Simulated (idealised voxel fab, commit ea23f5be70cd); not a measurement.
The following process module bears the name voxel air gaps.
175 nm wide, 5 nm square cells: that's cross-section cut.
Square cells in a grid make up a cross-section in this document, and the grid is given as bands, listed from the top down, each one or more rows of cells. Band: top height; bottom height; in nm. Then, left to right: material with width in nm, for each material. "edge to edge": a single material spanning edge to edge. "blank": empty space. Ref level 0: as-received wafer is one material below here. Bottom band extends down with no lower bound ("0 and below"). Per-row width for "30..40": begins at first number (top row of band), ends at second number (bottom row), increment between rows held constant. Where the words "no alteration" appear for a step, the cross-section shows no cell changed by that step; every cell remained as before. "Closed cavities" lists enclosed empty spaces (at least 8 cells, no open path upward to the top), each as width x height at distance from the left edge, in nm. after a step's settings: what the simulator itself notes on the step. When a step includes a mask, the "overlay nm" setting on its line states how far to the right of its planned place that mask lay, and negative values state how far to the left.
### Steps planned for the process
1 RECEIVE,material Si
2 CONFORMAL_DEP,material SiO2,thk nm 10
3 CONFORMAL_DEP,material SiN,thk nm 5
4 DIRECTIONAL_DEP,material lowk,thk nm 40
5 PATTERN,tone open,mask id LINES,material resist,width nm 20,pitch nm 45,thk nm 20,overlay nm -15
6 DIRECTIONAL_ETCH,etch materials lowk,depth nm 40
7 STRIP,etch materials resist
8 CONFORMAL_DEP,material TiN,thk nm 5
9 FILL_DEP,material Cu,thk nm 10
10 CMP,height nm 55
11 EPI,material Ru,thk nm 10
12 SELECTIVE_ETCH,etch materials lowk,depth nm 50
13 CONFORMAL_DEP,material SiN,thk nm 5
Wafer-to-wafer difference: overlay nm, step 5. Common start. Plan = first wafer's value.
### Incoming state of the first of several wafers in cross-section: after step 1
	0 and below  Si edge to edge
	Closed cavities: none
### Last step of the module is step 13; after it, the first of several wafers in cross-section
	70 down to 65  SiN 140 nm, then blank 35 nm
	65 down to 55  SiN 5 nm, then Ru 40 nm, then SiN 5 nm, then Ru 40 nm, then SiN 5 nm, then Ru 40 nm, then SiN 5 nm, then blank 35 nm
	55 down to 50  SiN 15 nm, then TiN 5 nm, then Cu 10 nm, then TiN 5 nm, then SiN 25 nm, then TiN 5 nm, then Cu 10 nm, then TiN 5 nm, then SiN 25 nm, then TiN 5 nm, then Cu 10 nm, then TiN 5 nm, then SiN 15 nm, then blank 35 nm
	50 down to 20  blank 10 nm, then SiN 5 nm, then TiN 5 nm, then Cu 10 nm, then TiN 5 nm, then SiN 5 nm, then blank 15 nm, then SiN 5 nm, then TiN 5 nm, then Cu 10 nm, then TiN 5 nm, then SiN 5 nm, then blank 15 nm, then SiN 5 nm, then TiN 5 nm, then Cu 10 nm, then TiN 5 nm, then SiN 5 nm, then blank 45 nm
	20 down to 15  SiN 15 nm, then TiN 20 nm, then SiN 25 nm, then TiN 20 nm, then SiN 25 nm, then TiN 20 nm, then SiN 50 nm
	15 down to 10  SiN edge to edge
	10 down to 0  SiO2 edge to edge
	0 and below  Si edge to edge
	Closed cavities: 10 x 30 at 0; 15 x 30 at 40; 15 x 30 at 85
### The module's end: a cross-section of the last wafer
	70 down to 65  blank 30 nm, then SiN 140 nm, then blank 5 nm
	65 down to 55  blank 30 nm, then SiN 5 nm, then Ru 40 nm, then SiN 5 nm, then Ru 40 nm, then SiN 5 nm, then Ru 40 nm, then SiN 5 nm, then blank 5 nm
	55 down to 50  blank 30 nm, then SiN 15 nm, then TiN 5 nm, then Cu 10 nm, then TiN 5 nm, then SiN 25 nm, then TiN 5 nm, then Cu 10 nm, then TiN 5 nm, then SiN 25 nm, then TiN 5 nm, then Cu 10 nm, then TiN 5 nm, then SiN 15 nm, then blank 5 nm
	50 down to 20  blank 40 nm, then SiN 5 nm, then TiN 5 nm, then Cu 10 nm, then TiN 5 nm, then SiN 5 nm, then blank 15 nm, then SiN 5 nm, then TiN 5 nm, then Cu 10 nm, then TiN 5 nm, then SiN 5 nm, then blank 15 nm, then SiN 5 nm, then TiN 5 nm, then Cu 10 nm, then TiN 5 nm, then SiN 5 nm, then blank 15 nm
	20 down to 15  SiN 45 nm, then TiN 20 nm, then SiN 25 nm, then TiN 20 nm, then SiN 25 nm, then TiN 20 nm, then SiN 20 nm
	15 down to 10  SiN edge to edge
	10 down to 0  SiO2 edge to edge
	0 and below  Si edge to edge
	Closed cavities: 15 x 30 at 70; 15 x 30 at 115
### What follows is a table in which each wafer occupies a row; for the wafer as it stands at the close of the module, the row states, material by material, how many cells have been gained (+) or lost (-) since receipt, and then gives its closed voids
overlay nm -15 | +42 Cu | +48 Ru | +146 SiN | +70 SiO2 | +54 TiN | Closed cavities: 10 x 30 at 0; 15 x 30 at 40; 15 x 30 at 85
overlay nm -10 | +42 Cu | +48 Ru | +146 SiN | +70 SiO2 | +54 TiN | Closed cavities: 15 x 30 at 45; 15 x 30 at 90
overlay nm -5 | +42 Cu | +48 Ru | +146 SiN | +70 SiO2 | +54 TiN | Closed cavities: 15 x 30 at 50; 15 x 30 at 95
overlay nm 0 | +42 Cu | +48 Ru | +146 SiN | +70 SiO2 | +54 TiN | Closed cavities: 15 x 30 at 55; 15 x 30 at 100
overlay nm 5 | +42 Cu | +48 Ru | +146 SiN | +70 SiO2 | +54 TiN | Closed cavities: 15 x 30 at 60; 15 x 30 at 105
overlay nm 10 | +42 Cu | +48 Ru | +146 SiN | +70 SiO2 | +54 TiN | Closed cavities: 15 x 30 at 65; 15 x 30 at 110
overlay nm 15 | +42 Cu | +48 Ru | +146 SiN | +70 SiO2 | +54 TiN | Closed cavities: 15 x 30 at 70; 15 x 30 at 115
